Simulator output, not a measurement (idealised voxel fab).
process module | voxel lift off
Cross-section cut spans 280 nm and uses square cells 5 nm in size.
Cross-section layout: square cells on a grid; listed as bands, top to bottom; a band spans one or more cell rows. Top height, bottom height, nm. Materials left to right, width each, nm. Single material + "everywhere" = fills band edge to edge. "blank" = empty. Height 0 is the level under which the wafer as received is all one material. The lowest band goes on downwards, as in "0..down". Quick explanation for "30 to 40": the width changes in equal steps down the rows of cells, from the first number in the band's top row to the second number in its bottom row. Step note "no change occurred" = no cross-section cell changed. The entry "Closed void entries" lists the empty spaces that cover at least 8 cells and have no open path to the top. Each is written as width x height at distance, where the distance is measured from the left edge and all three values are in nm. Past the settings on a step's line: simulator remark, on that step. The setting "overlay nm" may be written on the line of a step. When the step uses a mask, the value reports how far to the right of the planned place the mask lay, and a negative value reports that it lay to the left.

These are the steps we planned for the process
- 1: RECEIVE with material Si
- 2: CONFORMAL_DEP with material SiO2, thk nm 10
- 3: PATTERN with tone open, mask id LINES, material resist, width nm 25, pitch nm 40, thk nm 20, overlay nm 0
- 4: DIRECTIONAL_DEP with material Ru, thk nm 5
- 5: STRIP with etch materials resist
- 6: CONFORMAL_DEP with material SiCN, thk nm 5

Cross-sectional view of the wafer in its as-received condition, corresponding to the state after step 1
> 0..down | Si everywhere
> Closed void entries: none

Wafer cross-section at end of module: start and plan as shown above, one execution error
> 20..15 | SiCN 110 nm, blank 15 nm, SiCN 25 nm, blank 15 nm, SiCN 115 nm
> 15..10 | Ru 105 nm, SiCN 25 nm, Ru 15 nm, SiCN 25 nm, Ru 110 nm
> 10..0 | SiO2 everywhere
> 0..down | Si everywhere
> Closed void entries: none
Run error: step 3 changed vs plan, executed as PATTERN with tone cover, mask id LINES, material resist, width nm 25, pitch nm 40, thk nm 20, overlay nm 0
